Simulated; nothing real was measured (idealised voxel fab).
This section sets out a process module, namely voxel transistor to metal.
Section cut is 270 nm wide and gridded with 5 nm square cells.
When this document writes out a cross-section, it uses a grid of square cells and lists it as bands, beginning at the top and moving down, with a band standing for one or more rows of cells. First you get the band's top height and its bottom height, in nm, and then the materials it's made of, left to right, with each width in nm. If you see a single material with "full width", that one covers the band edge to edge. "empty" is empty space. Heads up on the height convention: 0 is the point under which the incoming wafer is all one material, and the lowest band has no bottom, it just keeps going down, like "0 -> down". A two-number width, for instance "30 to 40", indicates that the width is equal to the first number in the top row of the band and to the second number in the bottom row, and that it changes by a constant amount per row of cells. "same as before" means the step left every cell of the cross-section as it was. Closed empty spaces (no open way to the top) of 8 cells or more are what "Tabulated closed voids" lists, each as width x height at distance from the left edge, nm for all three. On a step's line, text after the settings is the simulator commenting on that step. A step's line can hold "overlay nm"; with a mask on that step, the setting says how far right of the planned place the mask lay, while a negative setting says it lay to the left.

# The process steps that were planned are listed below
1) op RECEIVE | material Si
2) op CONFORMAL_DEP | material SiO2 | thk nm 5
3) op CONFORMAL_DEP | material SiN | thk nm 15
4) op DIRECTIONAL_DEP | material aC | thk nm 15
5) op PATTERN | tone cover | mask id ACTIVE | material resist | width nm 105 | pitch nm 135 | thk nm 30 | overlay nm 0
6) op DIRECTIONAL_ETCH | etch materials aC | depth nm 15
7) op STRIP | etch materials resist
8) op DIRECTIONAL_ETCH | etch materials SiN | depth nm 15
9) op DIRECTIONAL_ETCH | etch materials SiO2 | depth nm 5
10) op DIRECTIONAL_ETCH | etch materials Si | depth nm 25
11) op STRIP | etch materials aC
12) op OXIDIZE | depth nm 5
13) op FILL_DEP | material SiO2 | thk nm 5
14) op CMP | height nm 20
15) op SELECTIVE_ETCH | etch materials SiO2 | depth nm 5
16) op STRIP | etch materials SiN
17) op SELECTIVE_ETCH | etch materials SiO2 | depth nm 5
18) op OXIDIZE | depth nm 5
19) op DIRECTIONAL_DEP | material polySi | thk nm 20
20) op DIRECTIONAL_DEP | material SiCN | thk nm 10
21) op MASKED_ETCH | tone cover | mask id GATE | width nm 25 | pitch nm 135 | etch materials SiCN | depth nm 20 | overlay nm 0
22) op MASKED_ETCH | tone cover | mask id GATE | width nm 25 | pitch nm 135 | etch materials polySi | depth nm 30 | overlay nm 0
23) op CONFORMAL_DEP | material SiN | thk nm 5
24) op DIRECTIONAL_ETCH | etch materials SiN | depth nm 5
25) op DIRECTIONAL_ETCH | etch materials SiO2 | depth nm 5
26) op DIRECTIONAL_ETCH | etch materials Si | depth nm 10
27) op EPI | material pSi | thk nm 15
28) op FILL_DEP | material SiO2 | thk nm 10
29) op CMP | height nm 30
30) op DIRECTIONAL_DEP | material SiO2 | thk nm 10
31) op PATTERN | tone open | mask id CONTACT | material resist | width nm 25 | thk nm 20 | overlay nm 0
32) op DIRECTIONAL_ETCH | etch materials SiO2 | depth nm 40
33) op STRIP | etch materials resist
34) op CONFORMAL_DEP | material TiN | thk nm 5
35) op FILL_DEP | material Ru | thk nm 5
36) op CMP | height nm 40
37) op CONFORMAL_DEP | material SiN | thk nm 5
38) op DIRECTIONAL_DEP | material lowk | thk nm 25
39) op PATTERN | tone open | mask id METAL_1 | material resist | width nm 15 | thk nm 20 | overlay nm 0
40) op DIRECTIONAL_ETCH | etch materials lowk | depth nm 25
41) op DIRECTIONAL_ETCH | etch materials SiN | depth nm 5
42) op STRIP | etch materials resist
43) op CONFORMAL_DEP | material TiN | thk nm 5
44) op FILL_DEP | material Ru | thk nm 5
45) op CMP | height nm 70
46) op CONFORMAL_DEP | material SiCN | thk nm 5

# Cross-section of the wafer at receipt, which is the condition after step 1
- 0 -> down  Si full width
- Tabulated closed voids: none

# first wafer at the end, as planned
- 75 -> 70  SiCN full width
- 70 -> 45  lowk 25 | TiN 5 | Ru 5 | TiN 5 | lowk 55 | TiN 5 | Ru 5 | TiN 5 | lowk 50 | TiN 5 | Ru 5 | TiN 5 | lowk 55 | TiN 5 | Ru 5 | TiN 5 | lowk 25
- 45 -> 40  SiN 25 | TiN 15 | SiN 55 | TiN 15 | SiN 50 | TiN 15 | SiN 55 | TiN 15 | SiN 25
- 40 -> 30  SiO2 25 | TiN 5 | Ru 15 | TiN 5 | SiO2 35 | TiN 5 | Ru 15 | TiN 5 | SiO2 50 | TiN 5 | Ru 15 | TiN 5 | SiO2 35 | TiN 5 | Ru 15 | TiN 5 | SiO2 25
- 30 -> 20  SiO2 25 | TiN 5 | Ru 15 | TiN 5 | SiN 5 | SiCN 25 | SiN 5 | TiN 5 | Ru 15 | TiN 5 | SiO2 50 | TiN 5 | Ru 15 | TiN 5 | SiN 5 | SiCN 25 | SiN 5 | TiN 5 | Ru 15 | TiN 5 | SiO2 25
- 20 -> 15  SiO2 25 | TiN 5 | Ru 15 | TiN 5 | SiN 5 | polySi 25 | SiN 5 | TiN 5 | Ru 15 | TiN 5 | SiO2 50 | TiN 5 | Ru 15 | TiN 5 | SiN 5 | polySi 25 | SiN 5 | TiN 5 | Ru 15 | TiN 5 | SiO2 25
- 15 -> 10  SiO2 25 | TiN 25 | SiN 5 | polySi 25 | SiN 5 | TiN 25 | SiO2 50 | TiN 25 | SiN 5 | polySi 25 | SiN 5 | TiN 25 | SiO2 25
- 10 -> 0  SiO2 10 | SiN 5 | SiO2 10 | TiN 10 | pSi 15 | SiN 5 | polySi 25 | SiN 5 | pSi 15 | TiN 10 | SiO2 10 | SiN 5 | SiO2 20 | SiN 5 | SiO2 10 | TiN 10 | pSi 15 | SiN 5 | polySi 25 | SiN 5 | pSi 15 | TiN 10 | SiO2 10 | SiN 5 | SiO2 10
- 0 -> -5  SiO2 15 | pSi 35 | SiO2 35 | pSi 35 | SiO2 30 | pSi 35 | SiO2 35 | pSi 35 | SiO2 15
- -5 -> -15  SiO2 20 | pSi 30 | Si 35 | pSi 30 | SiO2 40 | pSi 30 | Si 35 | pSi 30 | SiO2 20
- -15 -> -30  SiO2 20 | Si 95 | SiO2 40 | Si 95 | SiO2 20
- -30 -> down  Si full width
- Tabulated closed voids: none

# This cross-section belongs to the second wafer of two at the end of the module; the start and the plan were shared with the first, and the run included one mistake
- 75 -> 70  SiCN full width
- 70 -> 45  polySi full width
- 45 -> 40  SiN full width
- 40 -> 30  SiO2 25 | TiN 5 | Ru 15 | TiN 5 | SiO2 35 | TiN 5 | Ru 15 | TiN 5 | SiO2 50 | TiN 5 | Ru 15 | TiN 5 | SiO2 35 | TiN 5 | Ru 15 | TiN 5 | SiO2 25
- 30 -> 20  SiO2 25 | TiN 5 | Ru 15 | TiN 5 | SiN 5 | SiCN 25 | SiN 5 | TiN 5 | Ru 15 | TiN 5 | SiO2 50 | TiN 5 | Ru 15 | TiN 5 | SiN 5 | SiCN 25 | SiN 5 | TiN 5 | Ru 15 | TiN 5 | SiO2 25
- 20 -> 15  SiO2 25 | TiN 5 | Ru 15 | TiN 5 | SiN 5 | polySi 25 | SiN 5 | TiN 5 | Ru 15 | TiN 5 | SiO2 50 | TiN 5 | Ru 15 | TiN 5 | SiN 5 | polySi 25 | SiN 5 | TiN 5 | Ru 15 | TiN 5 | SiO2 25
- 15 -> 10  SiO2 25 | TiN 25 | SiN 5 | polySi 25 | SiN 5 | TiN 25 | SiO2 50 | TiN 25 | SiN 5 | polySi 25 | SiN 5 | TiN 25 | SiO2 25
- 10 -> 0  SiO2 10 | SiN 5 | SiO2 10 | TiN 10 | pSi 15 | SiN 5 | polySi 25 | SiN 5 | pSi 15 | TiN 10 | SiO2 10 | SiN 5 | SiO2 20 | SiN 5 | SiO2 10 | TiN 10 | pSi 15 | SiN 5 | polySi 25 | SiN 5 | pSi 15 | TiN 10 | SiO2 10 | SiN 5 | SiO2 10
- 0 -> -5  SiO2 15 | pSi 35 | SiO2 35 | pSi 35 | SiO2 30 | pSi 35 | SiO2 35 | pSi 35 | SiO2 15
- -5 -> -15  SiO2 20 | pSi 30 | Si 35 | pSi 30 | SiO2 40 | pSi 30 | Si 35 | pSi 30 | SiO2 20
- -15 -> -30  SiO2 20 | Si 95 | SiO2 40 | Si 95 | SiO2 20
- -30 -> down  Si full width
- Tabulated closed voids: none
Nonconformance to the process plan: note that step 38 departed from the planned setting and was carried out as op DIRECTIONAL_DEP | material polySi | thk nm 25
Bottom line after processing is that, in cells, the second wafer is up or down on some materials versus the first: Ru -20 | SiN +12 | TiN -52 | lowk -210 | polySi +270
